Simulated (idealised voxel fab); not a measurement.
process module | voxel lift off
cross-section cut | 280 nm wide | cells 5 nm
A cross-section is a grid of square cells, given in bands from the top down. A band is one or more rows of cells.
Each band's line starts with the height of the band's top and of its bottom, in nm. Then come its materials from left to right, each with its width in nm. One material with "throughout" fills the band from edge to edge. "air" is empty space.
Height 0 is the level under which the wafer as received is all one material. The lowest band goes on downwards, as in "0 down".
A width such as "30 to 40" changes by the same amount from each row of cells to the next, from the band's top row to its bottom row.
"no change" after a step means that no cell of the cross-section changed.
closed voids: empty space of 8 cells or more with no open way to the top, each as width x height at its distance from the left edge, in nm
after a step's settings: what the simulator itself notes on the step
overlay nm, on a step with a mask: how far to the right of its planned place the mask lay; to the left if negative
plan
1 op RECEIVE | material Si
2 op CONFORMAL_DEP | material SiN | thk nm 10
3 op PATTERN | tone open | mask id LINES | material resist | width nm 15 | pitch nm 35 | thk nm 25 | overlay nm 0
4 op DIRECTIONAL_DEP | material Ru | thk nm 10
5 op STRIP | etch materials resist
6 op CONFORMAL_DEP | material SiO2 | thk nm 5
as received, after step 1
  0 down: Si throughout
  closed voids: none
first wafer at the end, as planned
  25 to 20: air 75 | SiO2 25 | air 10 | SiO2 25 | air 10 | SiO2 25 | air 10 | SiO2 25 | air 75
  20 to 15: air 75 | SiO2 5 | Ru 15 | SiO2 5 | air 10 | SiO2 5 | Ru 15 | SiO2 5 | air 10 | SiO2 5 | Ru 15 | SiO2 5 | air 10 | SiO2 5 | Ru 15 | SiO2 5 | air 75
  15 to 10: SiO2 80 | Ru 15 | SiO2 20 | Ru 15 | SiO2 20 | Ru 15 | SiO2 20 | Ru 15 | SiO2 80
  10 to 0: SiN throughout
  0 down: Si throughout
  closed voids: none
second wafer at the end: like start, like plan, one mistake
  25 to 20: SiO2 85 | air 5 | SiO2 30 | air 5 | SiO2 30 | air 5 | SiO2 30 | air 5 | SiO2 85
  20 to 15: Ru 80 | SiO2 5 | air 5 | SiO2 5 | Ru 20 | SiO2 5 | air 5 | SiO2 5 | Ru 20 | SiO2 5 | air 5 | SiO2 5 | Ru 20 | SiO2 5 | air 5 | SiO2 5 | Ru 80
  15 to 10: Ru 80 | SiO2 15 | Ru 20 | SiO2 15 | Ru 20 | SiO2 15 | Ru 20 | SiO2 15 | Ru 80
  10 to 0: SiN throughout
  0 down: Si throughout
  closed voids: none
what went wrong: step 3 ran as: op PATTERN | tone cover | mask id LINES | material resist | width nm 15 | pitch nm 35 | thk nm 25 | overlay nm 0
at the end the second wafer has, in cells: 64 more of Ru
